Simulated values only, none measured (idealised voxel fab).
process module | voxel wiring stack
Pictured: cross-section cut, 205 nm wide, on a grid of 5 nm square cells.
A cross-section is a grid of square cells, given in bands from the top down. A band is one or more rows of cells. Band: top height; bottom height; in nm. Then, left to right: material with width in nm, for each material. "full width": a single material spanning edge to edge. "air": empty space. Heights are measured from 0, the level below which the as-received wafer is all one material; the lowest band has no bottom and continues downward, written as in "0 and below". The width entry "30 to 40" should be interpreted row by row: the top row of cells in the band takes the first number, the bottom row takes the second number, and the change between adjacent rows is uniform throughout. What does "everything unchanged" mean for a step? It means no cell of the cross-section changed in that step. Closed empty spaces (no open way to the top) of 8 cells or more are what "Sealed internal voids" lists, each as width x height at distance from the left edge, nm for all three. What comes after the settings on a step's line is commentary from the simulator itself on that step. Steps that use a mask can have "overlay nm" on their line. It says how far the mask sat to the right of where it was meant to be. Negative means to the left.
The process steps that were planned are listed below:
step 1: RECEIVE, material Si
step 2: CONFORMAL_DEP, material SiO2, thk nm 15
step 3: CONFORMAL_DEP, material SiCN, thk nm 5
step 4: DIRECTIONAL_DEP, material lowk, thk nm 25
step 5: DIRECTIONAL_DEP, material aC, thk nm 10
step 6: PATTERN, tone open, mask id METAL_1, material resist, width nm 25, pitch nm 50, thk nm 30, overlay nm 0
step 7: DIRECTIONAL_ETCH, etch materials aC, depth nm 10
step 8: STRIP, etch materials resist
step 9: DIRECTIONAL_ETCH, etch materials lowk, depth nm 25
step 10: DIRECTIONAL_ETCH, etch materials SiCN, depth nm 5
step 11: STRIP, etch materials aC
step 12: CONFORMAL_DEP, material TiN, thk nm 5
step 13: FILL_DEP, material Cu, thk nm 10
step 14: CMP, height nm 45
step 15: CONFORMAL_DEP, material SiCN, thk nm 5
step 16: DIRECTIONAL_DEP, material lowk, thk nm 15
step 17: DIRECTIONAL_DEP, material aC, thk nm 15
step 18: PATTERN, tone open, mask id PLUG_1, material resist, width nm 15, pitch nm 50, thk nm 30, overlay nm 0
step 19: DIRECTIONAL_ETCH, etch materials aC, depth nm 15
step 20: STRIP, etch materials resist
step 21: DIRECTIONAL_ETCH, etch materials lowk, depth nm 15
step 22: DIRECTIONAL_ETCH, etch materials SiCN, depth nm 5
step 23: STRIP, etch materials aC
step 24: CONFORMAL_DEP, material TiN, thk nm 5
step 25: FILL_DEP, material Ru, thk nm 5
step 26: CMP, height nm 65
step 27: DIRECTIONAL_DEP, material TiN, thk nm 5
step 28: DIRECTIONAL_DEP, material W, thk nm 20
step 29: MASKED_ETCH, tone cover, mask id METAL_2, width nm 25, pitch nm 50, etch materials W, depth nm 20, overlay nm 0
step 30: MASKED_ETCH, tone cover, mask id METAL_2, width nm 25, pitch nm 50, etch materials TiN, depth nm 5, overlay nm 0
step 31: FILL_DEP, material SiO2, thk nm 5
step 32: CMP, height nm 90
step 33: CONFORMAL_DEP, material SiN, thk nm 5
Incoming wafer, cross-sectional view, post step 1:
    0 and below = Si full width
    Sealed internal voids: none
First of two wafers at the end of the module, shown in cross-section; run carried out as planned:
    95 down to 90 = SiN full width
    90 down to 70 = SiO2=40 | W=25 | SiO2=25 | W=25 | SiO2=25 | W=25 | SiO2=40
    70 down to 65 = SiO2=40 | TiN=25 | SiO2=25 | TiN=25 | SiO2=25 | TiN=25 | SiO2=40
    65 down to 50 = lowk=40 | TiN=5 | Ru=5 | TiN=5 | lowk=35 | TiN=5 | Ru=5 | TiN=5 | lowk=35 | TiN=5 | Ru=5 | TiN=5 | lowk=50
    50 down to 45 = SiCN=40 | TiN=15 | SiCN=35 | TiN=15 | SiCN=35 | TiN=15 | SiCN=50
    45 down to 20 = lowk=40 | TiN=5 | Cu=15 | TiN=5 | lowk=25 | TiN=5 | Cu=15 | TiN=5 | lowk=25 | TiN=5 | Cu=15 | TiN=5 | lowk=40
    20 down to 15 = SiCN=40 | TiN=25 | SiCN=25 | TiN=25 | SiCN=25 | TiN=25 | SiCN=40
    15 down to 0 = SiO2 full width
    0 and below = Si full width
    Sealed internal voids: none
Second wafer cross-section at end of module - shared start and plan with the first, one mistake in the run:
    95 down to 90 = SiN full width
    90 down to 70 = SiO2=40 | W=25 | SiO2=25 | W=25 | SiO2=25 | W=25 | SiO2=40
    70 down to 65 = SiO2=40 | TiN=25 | SiO2=25 | TiN=25 | SiO2=25 | TiN=25 | SiO2=40
    65 down to 50 = Cu full width
    50 down to 45 = SiCN full width
    45 down to 20 = lowk=40 | TiN=5 | Cu=15 | TiN=5 | lowk=25 | TiN=5 | Cu=15 | TiN=5 | lowk=25 | TiN=5 | Cu=15 | TiN=5 | lowk=40
    20 down to 15 = SiCN=40 | TiN=25 | SiCN=25 | TiN=25 | SiCN=25 | TiN=25 | SiCN=40
    15 down to 0 = SiO2 full width
    0 and below = Si full width
    Sealed internal voids: none
Nonconformance to the process plan: step 16 ran differently from the plan; actual operation with settings: DIRECTIONAL_DEP, material Cu, thk nm 15
Heads up, by the end the second wafer has more or fewer cells of some materials compared to the first: Cu: 123 more, Ru: 9 fewer, SiCN: 9 more, TiN: 27 fewer, lowk: 96 fewer
